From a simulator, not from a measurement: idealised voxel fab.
The process module that follows is named voxel wiring stack.
Each square cell in cross-section cut measures 5 nm, and the section as a whole is 160 nm wide.
Cross-sections here: square-cell grids, written as top-down lists of bands, a band being one or more rows of cells.
Quick guide to a band line: top height, bottom height (nm) up front; then every material left to right with its width in nm. Only one material and it's marked "all across"? Then it fills the band edge to edge. And "blank" just means empty space.
Zero point of the height axis is 0; under it, received wafer = one material. Lowest band: continues down indefinitely, "0..down".
You'd read "30->40" like this: the band's top row of cells is as wide as the first number, its bottom row is as wide as the second, and going down, every row changes width by the same amount as the row before did.
When a step is marked "remained the same", none of the cells in the cross-section changed during that step.
In the "Voids, sealed" entry, you get each enclosed empty space of 8 cells or more, one with no open way to the top, written width x height at distance, distance from the left edge, in nm.
Whatever follows a step's settings on its line is a remark the simulator itself makes about that step.
overlay nm: right-of-plan distance of the mask on a masked step; negative values mean left-of-plan.

Steps planned for the process:
1: RECEIVE, material Si
2: CONFORMAL_DEP, material SiO2, thk nm 10
3: DIRECTIONAL_DEP, material TiN, thk nm 5
4: DIRECTIONAL_DEP, material W, thk nm 15
5: PATTERN, tone cover, mask id METAL_1, material resist, width nm 20, pitch nm 35, thk nm 15, overlay nm 0
6: DIRECTIONAL_ETCH, etch materials W, depth nm 15
7: DIRECTIONAL_ETCH, etch materials TiN, depth nm 5
8: STRIP, etch materials resist
9: CONFORMAL_DEP, material SiCN, thk nm 5
10: FILL_DEP, material lowk, thk nm 5
11: CMP, height nm 30
12: CONFORMAL_DEP, material SiCN, thk nm 5
13: DIRECTIONAL_DEP, material lowk, thk nm 35
14: DIRECTIONAL_DEP, material aC, thk nm 10
15: PATTERN, tone open, mask id METAL_2, material resist, width nm 20, pitch nm 35, thk nm 30, overlay nm 0
16: DIRECTIONAL_ETCH, etch materials aC, depth nm 10
17: STRIP, etch materials resist
18: DIRECTIONAL_ETCH, etch materials lowk, depth nm 20
19: STRIP, etch materials aC
20: DIRECTIONAL_DEP, material aC, thk nm 10
21: PATTERN, tone open, mask id METAL_2_HOLES, material resist, width nm 15, thk nm 30, overlay nm 0
22: DIRECTIONAL_ETCH, etch materials aC, depth nm 10
23: STRIP, etch materials resist
24: DIRECTIONAL_ETCH, etch materials lowk, depth nm 15
25: DIRECTIONAL_ETCH, etch materials SiCN, depth nm 5
26: STRIP, etch materials aC
27: CONFORMAL_DEP, material TiN, thk nm 5
28: FILL_DEP, material Cu, thk nm 10
29: CMP, height nm 70
30: CONFORMAL_DEP, material SiCN, thk nm 5
31: DIRECTIONAL_DEP, material SiO2, thk nm 25
32: DIRECTIONAL_DEP, material aC, thk nm 10
33: PATTERN, tone open, mask id METAL_3_HOLES, material resist, width nm 15, pitch nm 35, thk nm 30, overlay nm 0
34: DIRECTIONAL_ETCH, etch materials aC, depth nm 10
35: STRIP, etch materials resist
36: DIRECTIONAL_ETCH, etch materials SiO2, depth nm 25
37: STRIP, etch materials aC
38: PATTERN, tone open, mask id METAL_3, material resist, width nm 20, pitch nm 35, thk nm 15, overlay nm 0
39: DIRECTIONAL_ETCH, etch materials SiO2, depth nm 15
40: DIRECTIONAL_ETCH, etch materials SiCN, depth nm 5
41: STRIP, etch materials resist
42: CONFORMAL_DEP, material TiN, thk nm 5
43: FILL_DEP, material Ru, thk nm 5
44: CMP, height nm 100
45: CONFORMAL_DEP, material SiCN, thk nm 5

Wafer cross-section on receipt, i.e. after step 1:
> 0..down: Si all across
> Voids, sealed: none

Cross-sectional view of the first of the two wafers upon completion of the module, processed in accordance with the plan:
> 105..100: SiCN all across
> 100..90: SiO2: 50 | TiN: 5 | Ru: 10 | TiN: 5 | SiO2: 15 | TiN: 5 | Ru: 10 | TiN: 5 | SiO2: 55
> 90..85: SiO2: 50 | TiN: 5 | Ru: 5 | TiN: 10 | SiO2: 15 | TiN: 5 | Ru: 5 | TiN: 10 | SiO2: 55
> 85..75: SiO2: 50 | TiN: 5 | Ru: 5 | TiN: 5 | SiO2: 20 | TiN: 5 | Ru: 5 | TiN: 5 | SiO2: 60
> 75..70: SiCN: 50 | TiN: 15 | SiCN: 20 | TiN: 15 | SiCN: 60
> 70..55: lowk: 50 | TiN: 5 | Cu: 10 | TiN: 5 | lowk: 15 | TiN: 5 | Cu: 10 | TiN: 5 | lowk: 55
> 55..50: lowk: 50 | TiN: 5 | Cu: 5 | TiN: 10 | lowk: 15 | TiN: 20 | lowk: 55
> 50..35: lowk: 50 | TiN: 5 | Cu: 5 | TiN: 5 | lowk: 95
> 35..30: SiCN: 50 | TiN: 15 | SiCN: 95
> 30..15: lowk: 45 | SiCN: 5 | W: 20 | SiCN: 5 | lowk: 5 | SiCN: 5 | W: 20 | SiCN: 5 | lowk: 50
> 15..10: SiCN: 50 | TiN: 20 | SiCN: 15 | TiN: 20 | SiCN: 55
> 10..0: SiO2 all across
> 0..down: Si all across
> Voids, sealed: none

Wafer two (of two), end-of-module cross-section: start = wafer one, plan = wafer one, one run mistake:
> 105..100: SiCN all across
> 100..90: SiO2: 50 | TiN: 5 | Ru: 5 | TiN: 5 | SiO2: 20 | TiN: 5 | Ru: 5 | TiN: 5 | SiO2: 60
> 90..85: SiO2: 50 | TiN: 15 | SiO2: 20 | TiN: 15 | SiO2: 60
> 85..75: SiO2 all across
> 75..70: SiCN all across
> 70..55: lowk: 50 | TiN: 5 | Cu: 10 | TiN: 5 | lowk: 15 | TiN: 5 | Cu: 10 | TiN: 5 | lowk: 55
> 55..50: lowk: 50 | TiN: 5 | Cu: 5 | TiN: 10 | lowk: 15 | TiN: 20 | lowk: 55
> 50..35: lowk: 50 | TiN: 5 | Cu: 5 | TiN: 5 | lowk: 95
> 35..30: SiCN: 50 | TiN: 15 | SiCN: 95
> 30..15: lowk: 45 | SiCN: 5 | W: 20 | SiCN: 5 | lowk: 5 | SiCN: 5 | W: 20 | SiCN: 5 | lowk: 50
> 15..10: SiCN: 50 | TiN: 20 | SiCN: 15 | TiN: 20 | SiCN: 55
> 10..0: SiO2 all across
> 0..down: Si all across
> Voids, sealed: none
Deviation noted in wafer processing: it should be noted that step 31 of the plan was executed twice
The closing comparison, in cells, has the second wafer with more or fewer of some materials than the first: Ru -10, SiCN +6, SiO2 +18, TiN -14
